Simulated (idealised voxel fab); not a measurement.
process module | voxel self aligned contacts
cross-section cut | 255 nm wide | cells 5 nm
A cross-section is a grid of square cells, given in bands from the top down. A band is one or more rows of cells.
Each band's line starts with the height of the band's top and of its bottom, in nm. Then come its materials from left to right, each with its width in nm. One material with "throughout" fills the band from edge to edge. "air" is empty space.
Height 0 is the level under which the wafer as received is all one material. The lowest band goes on downwards, as in "0 down".
A width such as "30 to 40" changes by the same amount from each row of cells to the next, from the band's top row to its bottom row.
"no change" after a step means that no cell of the cross-section changed.
closed voids: empty space of 8 cells or more with no open way to the top, each as width x height at its distance from the left edge, in nm
after a step's settings: what the simulator itself notes on the step
overlay nm, on a step with a mask: how far to the right of its planned place the mask lay; to the left if negative
plan
1 op RECEIVE | material Si
2 op OXIDIZE | depth nm 5
3 op DIRECTIONAL_DEP | material polySi | thk nm 30
4 op DIRECTIONAL_DEP | material SiN | thk nm 25
5 op DIRECTIONAL_DEP | material aC | thk nm 10
6 op PATTERN | tone cover | mask id GATE | material resist | width nm 30 | pitch nm 75 | thk nm 30 | overlay nm 0
7 op DIRECTIONAL_ETCH | etch materials aC | depth nm 10
8 op STRIP | etch materials resist
9 op DIRECTIONAL_ETCH | etch materials SiN | depth nm 25
10 op DIRECTIONAL_ETCH | etch materials polySi | depth nm 30
11 op STRIP | etch materials aC
12 op CONFORMAL_DEP | material SiN | thk nm 10
13 op DIRECTIONAL_ETCH | etch materials SiN | depth nm 10
14 op FILL_DEP | material SiO2 | thk nm 15
15 op CMP | height nm 60
16 op MASKED_ETCH | tone open | mask id CONTACT | width nm 55 | etch materials SiO2 | depth nm 65 | overlay nm -15
17 op CONFORMAL_DEP | material TiN | thk nm 5
18 op FILL_DEP | material W | thk nm 5
19 op CMP | height nm 60
20 op CONFORMAL_DEP | material SiCN | thk nm 5
varied across the wafers: overlay nm of step 16. The plan shows the first wafer's value. All wafers start alike
first wafer as received, after step 1
  0 down: Si throughout
  closed voids: none
first wafer at the end, after step 20
  65 to 60: SiCN throughout
  60 to 55: SiO2 85 | TiN 35 | W 15 | TiN 5 | SiO2 115
  55 to 30: SiO2 65 | SiN 50 | TiN 5 | W 15 | TiN 5 | SiN 50 | SiO2 65
  30 to 0: SiO2 65 | SiN 10 | polySi 30 | SiN 10 | TiN 5 | W 15 | TiN 5 | SiN 10 | polySi 30 | SiN 10 | SiO2 65
  0 to -5: SiO2 115 | TiN 25 | SiO2 115
  -5 down: Si throughout
  closed voids: none
last wafer at the end
  65 to 60: SiCN throughout
  60 to 55: SiO2 115 | TiN 5 | W 15 | TiN 35 | SiO2 85
  55 to 30: SiO2 65 | SiN 50 | TiN 5 | W 15 | TiN 5 | SiN 50 | SiO2 65
  30 to 0: SiO2 65 | SiN 10 | polySi 30 | SiN 10 | TiN 5 | W 15 | TiN 5 | SiN 10 | polySi 30 | SiN 10 | SiO2 65
  0 to -5: SiO2 115 | TiN 25 | SiO2 115
  -5 down: Si throughout
  closed voids: none
each wafer at the end: cells of each material gained (+) or lost (-) since it was received, then its closed voids
overlay nm -15 | -51 Si | +51 SiCN | +148 SiN | +372 SiO2 | +35 TiN | +36 W | +72 polySi | closed voids: none
overlay nm -10 | -51 Si | +51 SiCN | +148 SiN | +372 SiO2 | +35 TiN | +36 W | +72 polySi | closed voids: none
overlay nm -5 | -51 Si | +51 SiCN | +148 SiN | +372 SiO2 | +35 TiN | +36 W | +72 polySi | closed voids: none
overlay nm 0 | -51 Si | +51 SiCN | +148 SiN | +372 SiO2 | +35 TiN | +36 W | +72 polySi | closed voids: none
overlay nm 5 | -51 Si | +51 SiCN | +148 SiN | +372 SiO2 | +35 TiN | +36 W | +72 polySi | closed voids: none
overlay nm 10 | -51 Si | +51 SiCN | +148 SiN | +372 SiO2 | +35 TiN | +36 W | +72 polySi | closed voids: none
overlay nm 15 | -51 Si | +51 SiCN | +148 SiN | +372 SiO2 | +35 TiN | +36 W | +72 polySi | closed voids: none
